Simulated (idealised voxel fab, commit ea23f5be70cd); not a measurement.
voxel transistor to metal: a process module
FYI the section here is cut, 300 nm wide, cells are 5 nm squares.
How to read a cross-section here: the picture is a grid of square cells, written as bands going from the top down, and any band can span one or more rows of cells. It is stipulated that each band's entry specify, in nanometres, the height of the top of the band and then that of its bottom, followed by the materials of the band in left-to-right sequence, each together with its width in nanometres. A single material marked by the word "full width" is understood to fill the band from edge to edge; the word "blank" is understood to denote empty space. Where do heights start? At 0: under that level the wafer as delivered is made of one material only. And the lowest band has no floor; it just carries on downward, as in "top 0, no bottom". The width entry "30 to 40" should be interpreted row by row: the top row of cells in the band takes the first number, the bottom row takes the second number, and the change between adjacent rows is uniform throughout. Where the words "remained unchanged" appear for a step, the cross-section shows no cell changed by that step; every cell remained as before. Voids not open to the top, 8 cells minimum: see "Encapsulated voids". Written width x height at distance; distance is from the left edge; nm. Whatever follows a step's settings on its line is a remark the simulator itself makes about that step. overlay nm: right-of-plan distance of the mask on a masked step; negative values mean left-of-plan.
Steps planned for the process
- 1: RECEIVE [material Si]
- 2: OXIDIZE [depth nm 5]
- 3: CONFORMAL_DEP [material SiN] [thk nm 10]
- 4: DIRECTIONAL_DEP [material aC] [thk nm 15]
- 5: PATTERN [tone cover] [mask id ACTIVE] [material resist] [width nm 105] [pitch nm 135] [thk nm 35] [overlay nm 0]
- 6: DIRECTIONAL_ETCH [etch materials aC] [depth nm 15]
- 7: STRIP [etch materials resist]
- 8: DIRECTIONAL_ETCH [etch materials SiN] [depth nm 10]
- 9: DIRECTIONAL_ETCH [etch materials SiO2] [depth nm 5]
- 10: DIRECTIONAL_ETCH [etch materials Si] [depth nm 30]
- 11: STRIP [etch materials aC]
- 12: FILL_DEP [material SiO2] [thk nm 15]
- 13: CMP [height nm 10]
- 14: SELECTIVE_ETCH [etch materials SiO2] [depth nm 10]
- 15: STRIP [etch materials SiN]
- 16: SELECTIVE_ETCH [etch materials SiO2] [depth nm 5]
- 17: OXIDIZE [depth nm 5]
- 18: DIRECTIONAL_DEP [material polySi] [thk nm 25]
- 19: DIRECTIONAL_DEP [material SiCN] [thk nm 15]
- 20: MASKED_ETCH [tone cover] [mask id GATE] [width nm 25] [pitch nm 135] [etch materials SiCN] [depth nm 25] [overlay nm 0]
- 21: MASKED_ETCH [tone cover] [mask id GATE] [width nm 25] [pitch nm 135] [etch materials polySi] [depth nm 35] [overlay nm 0]
- 22: CONFORMAL_DEP [material SiN] [thk nm 5]
- 23: DIRECTIONAL_ETCH [etch materials SiN] [depth nm 5]
- 24: DIRECTIONAL_ETCH [etch materials SiO2] [depth nm 5]
- 25: DIRECTIONAL_ETCH [etch materials Si] [depth nm 15]
- 26: EPI [material SiGe] [thk nm 15]
- 27: FILL_DEP [material SiO2] [thk nm 10]
- 28: CMP [height nm 20]
- 29: STRIP [etch materials polySi]
- 30: SELECTIVE_ETCH [etch materials SiO2] [depth nm 5]
- 31: CONFORMAL_DEP [material HfO2] [thk nm 5]
- 32: CONFORMAL_DEP [material TiN] [thk nm 5]
- 33: FILL_DEP [material W] [thk nm 5]
- 34: CMP [height nm 15]
- 35: DIRECTIONAL_DEP [material SiO2] [thk nm 10]
- 36: DIRECTIONAL_DEP [material aC] [thk nm 10]
- 37: PATTERN [tone open] [mask id CONTACT] [material resist] [width nm 15] [thk nm 25] [overlay nm 0]
- 38: DIRECTIONAL_ETCH [etch materials aC] [depth nm 10]
- 39: STRIP [etch materials resist]
- 40: DIRECTIONAL_ETCH [etch materials SiO2] [depth nm 35]
- 41: STRIP [etch materials aC]
- 42: CONFORMAL_DEP [material TiN] [thk nm 5]
- 43: FILL_DEP [material W] [thk nm 10]
- 44: CMP [height nm 25]
- 45: CONFORMAL_DEP [material SiN] [thk nm 5]
- 46: DIRECTIONAL_DEP [material lowk] [thk nm 20]
- 47: MASKED_ETCH [tone open] [mask id METAL_1] [width nm 15] [etch materials lowk] [depth nm 20] [overlay nm 0]
- 48: MASKED_ETCH [tone open] [mask id METAL_1] [width nm 15] [etch materials SiN] [depth nm 5] [overlay nm 0]
- 49: CONFORMAL_DEP [material TiN] [thk nm 5]
- 50: FILL_DEP [material W] [thk nm 5]
- 51: CMP [height nm 50]
- 52: CONFORMAL_DEP [material SiCN] [thk nm 5]
- 53: DIRECTIONAL_DEP [material lowk] [thk nm 30]
- 54: PATTERN [tone open] [mask id METAL_2] [material resist] [width nm 15] [pitch nm 135] [thk nm 20] [overlay nm 0]
- 55: DIRECTIONAL_ETCH [etch materials lowk] [depth nm 20]
- 56: STRIP [etch materials resist]
- 57: PATTERN [tone open] [mask id METAL_2_HOLES] [material resist] [width nm 15] [pitch nm 135] [thk nm 20] [overlay nm 0]
- 58: DIRECTIONAL_ETCH [etch materials lowk] [depth nm 10]
- 59: DIRECTIONAL_ETCH [etch materials SiCN] [depth nm 5]
- 60: STRIP [etch materials resist]
- 61: CONFORMAL_DEP [material TiN] [thk nm 5]
- 62: FILL_DEP [material Ru] [thk nm 5]
- 63: CMP [height nm 85]
- 64: CONFORMAL_DEP [material SiCN] [thk nm 5]
Shown in cross-section is the wafer as received, that is, as it stands after step 1
	top 0, no bottom = Si full width
	Encapsulated voids: none
Here's the wafer cut in cross-section after the module, started and planned just like above, except one thing was done wrong in the run
	top 90, bottom 85 = SiCN full width
	top 85, bottom 55 = lowk 35 | TiN 5 | Ru 5 | TiN 5 | lowk 120 | TiN 5 | Ru 5 | TiN 5 | lowk 115
	top 55, bottom 50 = SiCN 35 | TiN 15 | SiCN 120 | TiN 15 | SiCN 115
	top 50, bottom 30 = lowk 35 | TiN 5 | W 5 | TiN 5 | lowk 65 | TiN 5 | W 5 | TiN 5 | lowk 40 | TiN 5 | W 5 | TiN 5 | lowk 65 | TiN 5 | W 5 | TiN 5 | lowk 35
	top 30, bottom 25 = SiN 35 | TiN 15 | SiN 65 | TiN 15 | SiN 40 | TiN 15 | SiN 65 | TiN 15 | SiN 35
	top 25, bottom 10 = SiO2 35 | TiN 5 | W 5 | TiN 5 | SiO2 65 | TiN 5 | W 5 | TiN 5 | SiO2 40 | TiN 5 | W 5 | TiN 5 | SiO2 65 | TiN 5 | W 5 | TiN 5 | SiO2 35
	top 10, bottom 5 = SiO2 35 | TiN 5 | W 5 | TiN 5 | SiO2 15 | SiN 5 | SiCN 25 | SiN 5 | SiO2 15 | TiN 5 | W 5 | TiN 5 | SiO2 40 | TiN 5 | W 5 | TiN 5 | SiO2 15 | SiN 5 | SiCN 25 | SiN 5 | SiO2 15 | TiN 5 | W 5 | TiN 5 | SiO2 35
	top 5, bottom -5 = SiO2 35 | TiN 5 | W 5 | TiN 5 | SiGe 15 | SiN 5 | SiCN 25 | SiN 5 | SiGe 15 | TiN 5 | W 5 | TiN 5 | SiO2 40 | TiN 5 | W 5 | TiN 5 | SiGe 15 | SiN 5 | SiCN 25 | SiN 5 | SiGe 15 | TiN 5 | W 5 | TiN 5 | SiO2 35
	top -5, bottom -10 = SiO2 35 | TiN 15 | SiGe 15 | SiO2 35 | SiGe 15 | TiN 15 | SiO2 40 | TiN 15 | SiGe 15 | SiO2 35 | SiGe 15 | TiN 15 | SiO2 35
	top -10, bottom -25 = SiO2 30 | SiGe 35 | Si 35 | SiGe 35 | SiO2 30 | SiGe 35 | Si 35 | SiGe 35 | SiO2 30
	top -25, bottom -35 = SiO2 30 | Si 105 | SiO2 30 | Si 105 | SiO2 30
	top -35, no bottom = Si full width
	Encapsulated voids: none
Finding, execution versus plan: the plan's step 18 went unexecuted, having been skipped
